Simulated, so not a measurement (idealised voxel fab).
Process module name: voxel self aligned vias
Xsec cut, 200 nm wide, square cell size 5 nm.
Cross-section format: a grid of square cells, given as bands from top to bottom; each band is one or more rows of cells.
Heads up on the band format: heights come first, top then bottom, in nm. After that it's the materials left to right, each with its width in nm. A single material flagged "full width" fills the whole band edge to edge, and "air" means there's empty space there.
Convention: height 0 is the level below which the wafer, as received, is all one material. The lowest band does not terminate at the bottom but continues downward, represented as "0..down".
Top row gets the first number, bottom row gets the second, and each row in between changes by the same step: that is how a band width like "30->40" works.
The cross-section has no changed cell in any step marked "identical to before".
"Voids, sealed" - sealed voids, min. 8 cells, no opening to top; format: width x height at distance (distance from left edge; nm throughout).
Text after the settings on a step's line: the simulator's own remark on that step.
The optional step-line setting "overlay nm" applies to steps with a mask and quantifies how far to the right of its planned location the mask lay, a negative value indicating leftward placement.

**plan**
1: RECEIVE [material Si]
2: CONFORMAL_DEP [material SiO2] [thk nm 10]
3: CONFORMAL_DEP [material SiCN] [thk nm 5]
4: DIRECTIONAL_DEP [material lowk] [thk nm 30]
5: DIRECTIONAL_DEP [material aC] [thk nm 15]
6: PATTERN [tone open] [mask id LINES] [material resist] [width nm 20] [pitch nm 60] [thk nm 35] [overlay nm 0]
7: DIRECTIONAL_ETCH [etch materials aC] [depth nm 15]
8: STRIP [etch materials resist]
9: DIRECTIONAL_ETCH [etch materials lowk] [depth nm 30]
10: STRIP [etch materials aC]
11: CONFORMAL_DEP [material TiN] [thk nm 5]
12: FILL_DEP [material W] [thk nm 5]
13: CMP [height nm 45]
14: SELECTIVE_ETCH [etch materials W Ru TiN] [depth nm 10]
15: FILL_DEP [material SiN] [thk nm 10]
16: CMP [height nm 45]
17: DIRECTIONAL_DEP [material lowk] [thk nm 20]
18: DIRECTIONAL_DEP [material aC] [thk nm 10]
19: PATTERN [tone open] [mask id VIAS] [material resist] [width nm 30] [thk nm 25] [overlay nm 0]
20: DIRECTIONAL_ETCH [etch materials aC] [depth nm 5]
21: STRIP [etch materials resist]
22: DIRECTIONAL_ETCH [etch materials lowk] [depth nm 20]
23: DIRECTIONAL_ETCH [etch materials SiN] [depth nm 10]
24: STRIP [etch materials aC]
25: CONFORMAL_DEP [material TiN] [thk nm 5]
26: FILL_DEP [material Ru] [thk nm 5]
27: CMP [height nm 65]
28: CONFORMAL_DEP [material SiN] [thk nm 5]
For this document, wafers share an identical start and vary in the step 20 depth nm; the plan quotes the first wafer's value.

**As-received cross-section, first of several wafers, post step 1**
- 0..down | Si full width
- Voids, sealed: none

**first wafer at the end, after step 28**
- 70..65 | SiN full width
- 65..45 | lowk full width
- 45..35 | lowk=60  SiN=20  lowk=40  SiN=20  lowk=60
- 35..20 | lowk=60  TiN=5  W=10  TiN=5  lowk=40  TiN=5  W=10  TiN=5  lowk=60
- 20..15 | lowk=60  TiN=20  lowk=40  TiN=20  lowk=60
- 15..10 | SiCN full width
- 10..0 | SiO2 full width
- 0..down | Si full width
- Voids, sealed: none

**Module end, final wafer: cross-section**
- 70..65 | SiN full width
- 65..50 | lowk=55  TiN=5  Ru=20  TiN=5  lowk=115
- 50..45 | lowk=55  TiN=10  Ru=10  TiN=10  lowk=115
- 45..40 | lowk=60  TiN=5  Ru=10  TiN=5  lowk=40  SiN=20  lowk=60
- 40..35 | lowk=60  TiN=20  lowk=40  SiN=20  lowk=60
- 35..20 | lowk=60  TiN=5  W=10  TiN=5  lowk=40  TiN=5  W=10  TiN=5  lowk=60
- 20..15 | lowk=60  TiN=20  lowk=40  TiN=20  lowk=60
- 15..10 | SiCN full width
- 10..0 | SiO2 full width
- 0..down | Si full width
- Voids, sealed: none

**Per-wafer rows below. For each material: cells gained (+) or lost (-) since the wafer was received, as of end of module. Then: closed voids**
depth nm 5, +40 SiCN, +56 SiN, +80 SiO2, +20 TiN, +12 W, +352 lowk, Voids, sealed: none
depth nm 10, +16 Ru, +40 SiCN, +48 SiN, +80 SiO2, +36 TiN, +12 W, +328 lowk, Voids, sealed: none
depth nm 15, +16 Ru, +40 SiCN, +48 SiN, +80 SiO2, +36 TiN, +12 W, +328 lowk, Voids, sealed: none
depth nm 20, +16 Ru, +40 SiCN, +48 SiN, +80 SiO2, +36 TiN, +12 W, +328 lowk, Voids, sealed: none
depth nm 25, +16 Ru, +40 SiCN, +48 SiN, +80 SiO2, +36 TiN, +12 W, +328 lowk, Voids, sealed: none
